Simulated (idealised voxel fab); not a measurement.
Name of the process module below: voxel spacer lines
For reference, the cross-section in this document is cut, with width 300 nm and square cells of 5 nm.
A cross-section is a grid of square cells, given in bands from the top down. A band is one or more rows of cells. Heads up on the band format: heights come first, top then bottom, in nm. After that it's the materials left to right, each with its width in nm. A single material flagged "edge to edge" fills the whole band edge to edge, and "air" means there's empty space there. Heights are reckoned from 0. Under this level, the received wafer is all of one material. The bottommost band is open-ended downward, for example "0..down". Graded width ("30->40"): value in top row of band = first number; value in bottom row = second number; row-to-row change constant. Where the words "no alteration" appear for a step, the cross-section shows no cell changed by that step; every cell remained as before. "Sealed internal cavities" contains a list of empty spaces, each no smaller than 8 cells and without an open way to the top, written in the form width x height at distance with the distance from the left edge and all three in nm. If you see something after the settings on a step's line, that's the simulator's own remark about that step. "overlay nm", when on a step's line for a step with a mask, measures how far to the right of its planned place the mask lay; a negative measure means to the left.

PLAN
step 1: RECEIVE with material Si
step 2: CONFORMAL_DEP with material Al2O3, thk nm 5
step 3: DIRECTIONAL_DEP with material W, thk nm 10
step 4: DIRECTIONAL_DEP with material aC, thk nm 20
step 5: PATTERN with tone cover, mask id MANDREL, material resist, width nm 15, pitch nm 50, thk nm 30, overlay nm 0
step 6: DIRECTIONAL_ETCH with etch materials aC, depth nm 20
step 7: STRIP with etch materials resist
step 8: CONFORMAL_DEP with material SiO2, thk nm 10
step 9: DIRECTIONAL_ETCH with etch materials SiO2, depth nm 10
step 10: STRIP with etch materials aC
step 11: DIRECTIONAL_ETCH with etch materials W, depth nm 10
step 12: STRIP with etch materials SiO2
step 13: FILL_DEP with material SiO2, thk nm 5
step 14: CMP with height nm 15

WAFER CROSS-SECTION ON RECEIPT, I.E. AFTER STEP 1
  0..down  Si edge to edge
  Sealed internal cavities: none

END-OF-MODULE CROSS-SECTION OF THE FIRST OF TWO WAFERS, PROCESSED AS PLANNED
  15..5  80 SiO2 / 10 W / 15 SiO2 / 10 W / 15 SiO2 / 10 W / 15 SiO2 / 10 W / 15 SiO2 / 10 W / 15 SiO2 / 10 W / 85 SiO2
  5..0  Al2O3 edge to edge
  0..down  Si edge to edge
  Sealed internal cavities: none

SECOND OF TWO WAFERS, MODULE COMPLETE, SECTIONED: IT SHARES THE FIRST WAFER'S START AND PLAN BUT WAS RUN WITH ONE MISTAKE
  15..5  80 aC / 10 W / 15 aC / 10 W / 15 aC / 10 W / 15 aC / 10 W / 15 aC / 10 W / 15 aC / 10 W / 85 aC
  5..0  Al2O3 edge to edge
  0..down  Si edge to edge
  Sealed internal cavities: none
Finding, execution versus plan: step 13 ran differently from the plan; actual operation with settings: FILL_DEP with material aC, thk nm 5
End of process, cell counts, second wafer against first, materials with more or fewer: SiO2: 96 fewer | aC: 96 more
